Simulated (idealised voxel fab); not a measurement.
Module name: voxel self aligned vias (process module)
Xsec cut, 210 nm wide, square cell size 5 nm.
The cross-sections in this document take the form of a grid made of square cells. They are written out as bands, in order from top to bottom. Each band consists of one or more rows of cells. Top height, bottom height, nm. Materials left to right, width each, nm. Single material + "full width" = fills band edge to edge. "empty" = empty. Height reference: 0 = level under which incoming wafer is all one material. Lowest band: no bottom, runs on downward, e.g. "0 -> down". Quick explanation for "30 to 40": the width changes in equal steps down the rows of cells, from the first number in the band's top row to the second number in its bottom row. "remained the same" (step): cross-section cells unchanged, all of them. Under "Sealed voids" you'll find the enclosed gaps, the ones with no way out to the top, that are 8 cells or bigger; each reads width x height at distance, with distance counted from the left edge, everything in nm. Anything after a step's settings on that line? It's the simulator's own note about the step. overlay nm, on a step with a mask: how far to the right of its planned place the mask lay; to the left if negative.

### Planned step list for the process
step 1: op RECEIVE | material Si
step 2: op CONFORMAL_DEP | material SiO2 | thk nm 10
step 3: op CONFORMAL_DEP | material SiCN | thk nm 5
step 4: op DIRECTIONAL_DEP | material SiO2 | thk nm 30
step 5: op PATTERN | tone open | mask id LINES | material resist | width nm 20 | pitch nm 65 | thk nm 15 | overlay nm 0
step 6: op DIRECTIONAL_ETCH | etch materials SiO2 | depth nm 30
step 7: op STRIP | etch materials resist
step 8: op CONFORMAL_DEP | material TiN | thk nm 5
step 9: op FILL_DEP | material W | thk nm 5
step 10: op CMP | height nm 45
step 11: op SELECTIVE_ETCH | etch materials W Ru TiN | depth nm 5
step 12: op FILL_DEP | material SiN | thk nm 5
step 13: op CMP | height nm 45
step 14: op DIRECTIONAL_DEP | material SiO2 | thk nm 20
step 15: op DIRECTIONAL_DEP | material aC | thk nm 10
step 16: op PATTERN | tone open | mask id VIAS | material resist | width nm 40 | pitch nm 130 | thk nm 30 | overlay nm -5
step 17: op DIRECTIONAL_ETCH | etch materials aC | depth nm 10
step 18: op STRIP | etch materials resist
step 19: op DIRECTIONAL_ETCH | etch materials SiO2 | depth nm 20
step 20: op DIRECTIONAL_ETCH | etch materials SiN | depth nm 5
step 21: op STRIP | etch materials aC
step 22: op CONFORMAL_DEP | material TiN | thk nm 5
step 23: op FILL_DEP | material Cu | thk nm 5
step 24: op CMP | height nm 65
step 25: op CONFORMAL_DEP | material SiCN | thk nm 5
Variable across wafers: step 16 overlay nm (plan value is that of the first wafer; starting state common to all).

### The first of several wafers in cross-section, exactly as it reached us after step 1
	0 -> down  Si full width
	Sealed voids: none

### Basically each wafer gets a line in the table, showing it at the end of the module: material by material, the cells it gained (+) or lost (-) since we got it, then its closed voids
overlay nm -5 | +40 Cu | +84 SiCN | +4 SiN | +368 SiO2 | +68 TiN | +24 W | Sealed voids: none
overlay nm 0 | +40 Cu | +84 SiCN | +4 SiN | +368 SiO2 | +68 TiN | +24 W | Sealed voids: none
overlay nm 5 | +40 Cu | +84 SiCN | +4 SiN | +368 SiO2 | +68 TiN | +24 W | Sealed voids: none
